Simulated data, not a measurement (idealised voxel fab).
Documented hereafter: the process module known as voxel self aligned contacts.
Pictured: cross-section cut, 300 nm wide, on a grid of 5 nm square cells.
Square cells in a grid make up a cross-section in this document, and the grid is given as bands, listed from the top down, each one or more rows of cells.
First you get the band's top height and its bottom height, in nm, and then the materials it's made of, left to right, with each width in nm. If you see a single material with "everywhere", that one covers the band edge to edge. "blank" is empty space.
Heads up on the height convention: 0 is the point under which the incoming wafer is all one material, and the lowest band has no bottom, it just keeps going down, like "0..down".
Width spec "30->40" -> top row of cells at first value, bottom row at second value, equal per-row change in between.
Where the words "nothing different" appear for a step, the cross-section shows no cell changed by that step; every cell remained as before.
In the "Fully enclosed voids" entry, you get each enclosed empty space of 8 cells or more, one with no open way to the top, written width x height at distance, distance from the left edge, in nm.
On each step's line, the part that comes after the settings is the simulator's own comment on the step.
Each step line may optionally specify "overlay nm", which for a step with a mask gives the rightward distance between the mask's planned place and where it lay, a negative value indicating the leftward direction.
-- Process steps - plan
1 op RECEIVE | material Si
2 op OXIDIZE | depth nm 5
3 op DIRECTIONAL_DEP | material polySi | thk nm 30
4 op DIRECTIONAL_DEP | material SiN | thk nm 20
5 op DIRECTIONAL_DEP | material aC | thk nm 10
6 op PATTERN | tone cover | mask id GATE | material resist | width nm 30 | pitch nm 65 | thk nm 30 | overlay nm 0
7 op DIRECTIONAL_ETCH | etch materials aC | depth nm 10
8 op STRIP | etch materials resist
9 op DIRECTIONAL_ETCH | etch materials SiN | depth nm 20
10 op DIRECTIONAL_ETCH | etch materials polySi | depth nm 30
11 op STRIP | etch materials aC
12 op CONFORMAL_DEP | material SiN | thk nm 5
13 op DIRECTIONAL_ETCH | etch materials SiN | depth nm 5
14 op FILL_DEP | material SiO2 | thk nm 10
15 op CMP | height nm 55
16 op MASKED_ETCH | tone open | mask id CONTACT | width nm 45 | pitch nm 65 | etch materials SiO2 | depth nm 60 | overlay nm 0
17 op CONFORMAL_DEP | material TiN | thk nm 5
18 op FILL_DEP | material Ru | thk nm 10
19 op CMP | height nm 55
20 op CONFORMAL_DEP | material SiN | thk nm 5
-- This is the cross-section of the wafer as we received it, i.e. after step 1
> 0..down  Si everywhere
> Fully enclosed voids: none
-- This is how the wafer looks in cross-section once the module is done, given the starting state and plan above and one mistake in carrying the plan out
> 60..55  SiN everywhere
> 55..50  SiO2 90; TiN 20; Ru 15; TiN 10; SiO2 20; TiN 20; Ru 15; TiN 10; SiO2 100
> 50..30  SiO2 65; SiN 40; TiN 5; Ru 15; TiN 5; SiN 40; TiN 5; Ru 15; TiN 5; SiN 40; SiO2 65
> 30..0  SiO2 65; SiN 5; polySi 30; SiN 5; TiN 5; Ru 15; TiN 5; SiN 5; polySi 30; SiN 5; TiN 5; Ru 15; TiN 5; SiN 5; polySi 30; SiN 5; SiO2 65
> 0..-5  SiO2 105; TiN 25; SiO2 40; TiN 25; SiO2 105
> -5..down  Si everywhere
> Fully enclosed voids: none
Finding, execution versus plan: step 16 off recipe, ran as op MASKED_ETCH | tone open | mask id CONTACT | width nm 45 | pitch nm 65 | etch materials SiO2 | depth nm 60 | overlay nm -5
